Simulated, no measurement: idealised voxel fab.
The process module that follows is named voxel lift off.
Pictured: cross-section cut, 200 nm wide, on a grid of 5 nm square cells.
Reading order for cross-sections: top band down to bottom band. Underlying form: a grid of square cells. Band size: one or more rows of cells.
Heads up on the band format: heights come first, top then bottom, in nm. After that it's the materials left to right, each with its width in nm. A single material flagged "edge to edge" fills the whole band edge to edge, and "air" means there's empty space there.
The reference from which all heights are counted is 0, the level beneath which the as-received wafer is entirely one material; the lowest band, having no lower bound, proceeds downward and is written after the example "0 and below".
Width: "30..40" (first number = top row, second number = bottom row, same change from row to row of cells).
Given "nothing altered" for a step, no cell of the cross-section differs between before and after that step.
Basically, "Non-vented voids" tells you about the enclosed voids: empty spaces with no open way to the top, 8 cells or bigger, each written width x height at distance, where distance is from the left edge, all in nm.
If you see something after the settings on a step's line, that's the simulator's own remark about that step.
overlay nm: mask offset rightward from planned place, masked step; negative means leftward offset.

### Intended process steps
1. RECEIVE | material Si
2. CONFORMAL_DEP | material SiN | thk nm 10
3. PATTERN | tone open | mask id LINES | material resist | width nm 15 | pitch nm 40 | thk nm 30 | overlay nm 0
4. DIRECTIONAL_DEP | material Ru | thk nm 15
5. STRIP | etch materials resist
6. CONFORMAL_DEP | material SiO2 | thk nm 10

### Cross-section of the incoming wafer, state after step 1
* 0 and below | Si edge to edge
* Non-vented voids: none

### Cross-section taken at module completion on the first of two wafers; processed per the plan
* 35 down to 25 | 60 nm air; 35 nm SiO2; 5 nm air; 35 nm SiO2; 65 nm air
* 25 down to 20 | 60 nm air; 10 nm SiO2; 15 nm Ru; 10 nm SiO2; 5 nm air; 10 nm SiO2; 15 nm Ru; 10 nm SiO2; 65 nm air
* 20 down to 10 | 70 nm SiO2; 15 nm Ru; 25 nm SiO2; 15 nm Ru; 75 nm SiO2
* 10 down to 0 | SiN edge to edge
* 0 and below | Si edge to edge
* Non-vented voids: none

### Second wafer of the two, sectioned at the end of the module. It began like the first and followed the same plan, but one mistake was made while running it
* 35 down to 25 | 65 nm air; 35 nm SiO2; 5 nm air; 35 nm SiO2; 60 nm air
* 25 down to 20 | 65 nm air; 10 nm SiO2; 15 nm Ru; 10 nm SiO2; 5 nm air; 10 nm SiO2; 15 nm Ru; 10 nm SiO2; 60 nm air
* 20 down to 10 | 75 nm SiO2; 15 nm Ru; 25 nm SiO2; 15 nm Ru; 70 nm SiO2
* 10 down to 0 | SiN edge to edge
* 0 and below | Si edge to edge
* Non-vented voids: none
The plan and the run diverged here: heads up, step 3 didn't go per plan, it actually ran as PATTERN | tone open | mask id LINES | material resist | width nm 15 | pitch nm 40 | thk nm 30 | overlay nm 5
End check, second vs first wafer: material counts in cells match, positions do not.
